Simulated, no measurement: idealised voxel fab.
The process module presented herein is designated voxel lift off.
Square cells of 5 nm make up the cross-section cut, whose width is 275 nm.
Cross-sections here: square-cell grids, written as top-down lists of bands, a band being one or more rows of cells. Band: top and bottom heights (nm) first, top before bottom; then materials from left to right, widths in nm. "everywhere" marks a sole material filling the band edge to edge. "blank" denotes empty space. Basically, 0 is our baseline, since under it the wafer straight out of the box is all one material. The bottom band has no lower end and keeps on going down, so it looks like "0 -> down". The expression "30..40" gives the width at the extremes of the band, the first number at its top row of cells and the second at its bottom row, with the width changing by equal amounts from each row to the next in between. Step note "no alteration" = no cross-section cell changed. If an empty space has no open way to the top and is at least 8 cells in size, "Entrapped void list" lists it, written width x height at distance, where distance is measured from the left edge and every value is in nm. Past the settings on a step's line: simulator remark, on that step. What "overlay nm" on a step's line means: if the step has a mask, that mask lay this far to the right of its planned place, or, when the value is negative, to the left.

[Steps planned for the process]
1,RECEIVE (material Si)
2,CONFORMAL_DEP (material Al2O3; thk nm 15)
3,PATTERN (tone open; mask id LINES; material resist; width nm 30; pitch nm 45; thk nm 25; overlay nm 0)
4,DIRECTIONAL_DEP (material Ru; thk nm 10)
5,STRIP (etch materials resist)
6,CONFORMAL_DEP (material SiN; thk nm 10)

[Cross-section, incoming material, after step 1]
- 0 -> down | Si everywhere
- Entrapped void list: none

[As-planned run: cross-section of the first of two wafers at end of module]
- 35 -> 25 | blank: 65, SiN: 140, blank: 70
- 25 -> 15 | SiN: 75, Ru: 30, SiN: 15, Ru: 30, SiN: 15, Ru: 30, SiN: 80
- 15 -> 0 | Al2O3 everywhere
- 0 -> down | Si everywhere
- Entrapped void list: none

[Second wafer of the two, sectioned at the end of the module. It began like the first and followed the same plan, but one mistake was made while running it]
- 35 -> 25 | blank: 70, SiN: 40, blank: 5, SiN: 40, blank: 5, SiN: 40, blank: 75
- 25 -> 15 | SiN: 80, Ru: 20, SiN: 25, Ru: 20, SiN: 25, Ru: 20, SiN: 85
- 15 -> 0 | Al2O3 everywhere
- 0 -> down | Si everywhere
- Entrapped void list: none
Finding, execution versus plan: step 3 deviated from plan and actually ran as PATTERN (tone open; mask id LINES; material resist; width nm 20; pitch nm 45; thk nm 25; overlay nm 0)
Per the end-of-run cell counts, the second wafer holds more or fewer of some materials than the first: -12 Ru; +4 SiN
